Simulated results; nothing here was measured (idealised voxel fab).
Presented below is a process module, voxel self aligned contacts.
The figure presents cross-section cut, which has a width of 180 nm and is divided into square cells with an edge length of 5 nm.
Throughout this document, each cross-section is represented as a grid of square cells and is presented as a sequence of bands enumerated from the top downward, where a band comprises one or more rows of cells.
In this notation a band is specified by the heights of its top and bottom, in that order and in nm, after which its materials appear from left to right, each paired with its width in nm. The word "everywhere" attached to a single material means that material fills the band from edge to edge; the word "blank" stands for empty space.
It should be noted that heights are counted from 0, beneath which the wafer as supplied is of one material throughout, and that the lowest band possesses no lower boundary but continues downward, as written in "0 -> down".
Width spec "30->40" -> top row of cells at first value, bottom row at second value, equal per-row change in between.
When a step is marked "remained the same", none of the cells in the cross-section changed during that step.
Look at "Enclosed voids" for the closed voids: empty spaces with no open path to the top, sized 8 cells or up. Each is width x height at distance, distance from the left edge, all nm.
Anything after a step's settings on that line? It's the simulator's own note about the step.
overlay nm, on a step with a mask: how far to the right of its planned place the mask lay; to the left if negative

[Steps in the process plan]
1,RECEIVE: material Si
2,OXIDIZE: depth nm 5
3,DIRECTIONAL_DEP: material polySi, thk nm 20
4,DIRECTIONAL_DEP: material SiN, thk nm 15
5,DIRECTIONAL_DEP: material aC, thk nm 10
6,PATTERN: tone cover, mask id GATE, material resist, width nm 25, pitch nm 50, thk nm 25, overlay nm 0
7,DIRECTIONAL_ETCH: etch materials aC, depth nm 10
8,STRIP: etch materials resist
9,DIRECTIONAL_ETCH: etch materials SiN, depth nm 15
10,DIRECTIONAL_ETCH: etch materials polySi, depth nm 20
11,STRIP: etch materials aC
12,CONFORMAL_DEP: material SiN, thk nm 5
13,DIRECTIONAL_ETCH: etch materials SiN, depth nm 5
14,FILL_DEP: material SiO2, thk nm 10
15,CMP: height nm 40
16,PATTERN: tone open, mask id CONTACT, material resist, width nm 35, thk nm 15, overlay nm 0
17,DIRECTIONAL_ETCH: etch materials SiO2, depth nm 45
18,STRIP: etch materials resist
19,CONFORMAL_DEP: material TiN, thk nm 5
20,FILL_DEP: material Ru, thk nm 10
21,CMP: height nm 40
22,CONFORMAL_DEP: material SiN, thk nm 5

[Cross-section of the wafer upon arrival, representing the state reached after step 1]
> 0 -> down | Si everywhere
> Enclosed voids: none

[Cross-section taken at module completion on the first of two wafers; processed per the plan]
> 45 -> 40 | SiN everywhere
> 40 -> 35 | SiO2 70  TiN 15  Ru 5  TiN 15  SiO2 75
> 35 -> 20 | SiO2 45  SiN 35  TiN 5  Ru 5  TiN 5  SiN 35  SiO2 50
> 20 -> 0 | SiO2 45  SiN 5  polySi 25  SiN 5  TiN 5  Ru 5  TiN 5  SiN 5  polySi 25  SiN 5  SiO2 50
> 0 -> -5 | SiO2 80  TiN 15  SiO2 85
> -5 -> down | Si everywhere
> Enclosed voids: none

[Wafer two, end of module, cross-section. Same start, same plan as wafer one. One mistake in the run]
> 45 -> 40 | SiN everywhere
> 40 -> 35 | SiO2 70  TiN 15  Ru 5  TiN 15  SiO2 75
> 35 -> 20 | SiO2 45  SiN 35  TiN 5  Ru 5  TiN 5  SiN 35  SiO2 50
> 20 -> 5 | SiO2 45  SiN 5  polySi 25  SiN 5  TiN 5  Ru 5  TiN 5  SiN 5  polySi 25  SiN 5  SiO2 50
> 5 -> 0 | SiO2 45  SiN 5  polySi 25  SiN 5  TiN 15  SiN 5  polySi 25  SiN 5  SiO2 50
> 0 -> down | Si everywhere
> Enclosed voids: none
Short version of what went wrong: step 2 of the plan was omitted and not executed
Count the cells at the end and the second wafer has more or fewer of some materials than the first: -1 Ru; +36 Si; -33 SiO2; -2 TiN
